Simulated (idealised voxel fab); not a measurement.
The process module presented herein is designated voxel wiring stack.
The width of the displayed cross-section, cut, is 140 nm; its cells are square, with a size of 5 nm.
Just so we're on the same page, the cross-sections are grids of square cells, and they're listed out in bands top to bottom, each band one or more rows deep.
Band: top height; bottom height; in nm. Then, left to right: material with width in nm, for each material. "throughout": a single material spanning edge to edge. "air": empty space.
For the purposes of this specification, 0 denotes the height below which the wafer in its as-received condition is composed wholly of one material, and the lowermost band, lacking a lower limit, extends downward without end, as expressed in "z 0 and below".
The two numbers in a width such as "30..40" mark its ends across the band: the first belongs to the top row of cells, the second to the bottom row, and from each row to the next the width moves by the same amount.
What does "nothing different" mean for a step? It means no cell of the cross-section changed in that step.
"Voids, enclosed" means: voids of 8 cells or more that are shut off from the top with no open way through. Written width x height at distance, distance from the left edge, in nm.
Read whatever lies past the settings on a step's line as the simulator's own remark about the step.
Steps that use a mask can have "overlay nm" on their line. It says how far the mask sat to the right of where it was meant to be. Negative means to the left.
[Set out below are the planned steps of the process]
1: RECEIVE: material Si
2: CONFORMAL_DEP: material SiO2, thk nm 10
3: DIRECTIONAL_DEP: material TiN, thk nm 5
4: DIRECTIONAL_DEP: material W, thk nm 20
5: PATTERN: tone cover, mask id METAL_1, material resist, width nm 25, pitch nm 55, thk nm 15, overlay nm 0
6: DIRECTIONAL_ETCH: etch materials W, depth nm 20
7: DIRECTIONAL_ETCH: etch materials TiN, depth nm 5
8: STRIP: etch materials resist
9: CONFORMAL_DEP: material SiCN, thk nm 5
10: FILL_DEP: material lowk, thk nm 5
11: CMP: height nm 35
12: CONFORMAL_DEP: material SiCN, thk nm 5
13: DIRECTIONAL_DEP: material lowk, thk nm 20
14: PATTERN: tone open, mask id PLUG_1, material resist, width nm 15, pitch nm 55, thk nm 15, overlay nm 0
15: DIRECTIONAL_ETCH: etch materials lowk, depth nm 20
16: DIRECTIONAL_ETCH: etch materials SiCN, depth nm 5
17: STRIP: etch materials resist
18: CONFORMAL_DEP: material TiN, thk nm 5
19: FILL_DEP: material Cu, thk nm 5
20: CMP: height nm 60
21: DIRECTIONAL_DEP: material TiN, thk nm 5
22: DIRECTIONAL_DEP: material Ru, thk nm 20
23: PATTERN: tone cover, mask id METAL_2, material resist, width nm 25, pitch nm 55, thk nm 20, overlay nm 0
24: DIRECTIONAL_ETCH: etch materials Ru, depth nm 20
25: DIRECTIONAL_ETCH: etch materials TiN, depth nm 5
26: STRIP: etch materials resist
27: CONFORMAL_DEP: material SiCN, thk nm 5
28: FILL_DEP: material SiO2, thk nm 10
29: CMP: height nm 85
30: CONFORMAL_DEP: material SiCN, thk nm 5
31: DIRECTIONAL_DEP: material lowk, thk nm 35
32: DIRECTIONAL_DEP: material aC, thk nm 10
33: PATTERN: tone open, mask id METAL_3_HOLES, material resist, width nm 15, thk nm 25, overlay nm 0
34: DIRECTIONAL_ETCH: etch materials aC, depth nm 10
35: STRIP: etch materials resist
36: DIRECTIONAL_ETCH: etch materials lowk, depth nm 35
37: STRIP: etch materials aC
38: PATTERN: tone open, mask id METAL_3, material resist, width nm 25, pitch nm 55, thk nm 15, overlay nm 0
39: DIRECTIONAL_ETCH: etch materials lowk, depth nm 20
40: DIRECTIONAL_ETCH: etch materials SiCN, depth nm 5
41: STRIP: etch materials resist
42: CONFORMAL_DEP: material TiN, thk nm 5
43: FILL_DEP: material Cu, thk nm 10
44: CMP: height nm 125
45: CONFORMAL_DEP: material SiCN, thk nm 5
[As-received state of the wafer in cross-section, equivalent to post-step 1]
z 0 and below: Si throughout
Voids, enclosed: none
[Cross-section at module end, one run error; start and plan unchanged from above]
z 130 to 125: SiCN throughout
z 125 to 110: lowk: 30 | TiN: 5 | Cu: 15 | TiN: 5 | lowk: 30 | TiN: 5 | Cu: 15 | TiN: 5 | lowk: 30
z 110 to 105: lowk: 30 | TiN: 5 | Cu: 5 | TiN: 15 | lowk: 30 | TiN: 25 | lowk: 30
z 105 to 90: lowk: 30 | TiN: 5 | Cu: 5 | TiN: 5 | lowk: 95
z 90 to 85: SiCN: 30 | TiN: 15 | SiCN: 95
z 85 to 65: SiO2: 25 | SiCN: 5 | Ru: 25 | SiCN: 5 | SiO2: 20 | SiCN: 5 | Ru: 25 | SiCN: 5 | SiO2: 25
z 65 to 60: SiCN: 30 | TiN: 25 | SiCN: 30 | TiN: 25 | SiCN: 30
z 60 to 40: lowk: 30 | TiN: 5 | Cu: 5 | TiN: 5 | lowk: 40 | TiN: 5 | Cu: 5 | TiN: 5 | lowk: 40
z 40 to 35: SiCN: 30 | TiN: 15 | SiCN: 40 | TiN: 15 | SiCN: 40
z 35 to 20: lowk: 25 | SiCN: 5 | W: 25 | SiCN: 5 | lowk: 20 | SiCN: 5 | W: 25 | SiCN: 5 | lowk: 25
z 20 to 15: SiCN: 30 | W: 25 | SiCN: 30 | W: 25 | SiCN: 30
z 15 to 5: SiO2 throughout
z 5 to 0: TiN throughout
z 0 and below: Si throughout
Voids, enclosed: none
What was done differently from what was planned? steps 2 and 3 run out of order (swapped)
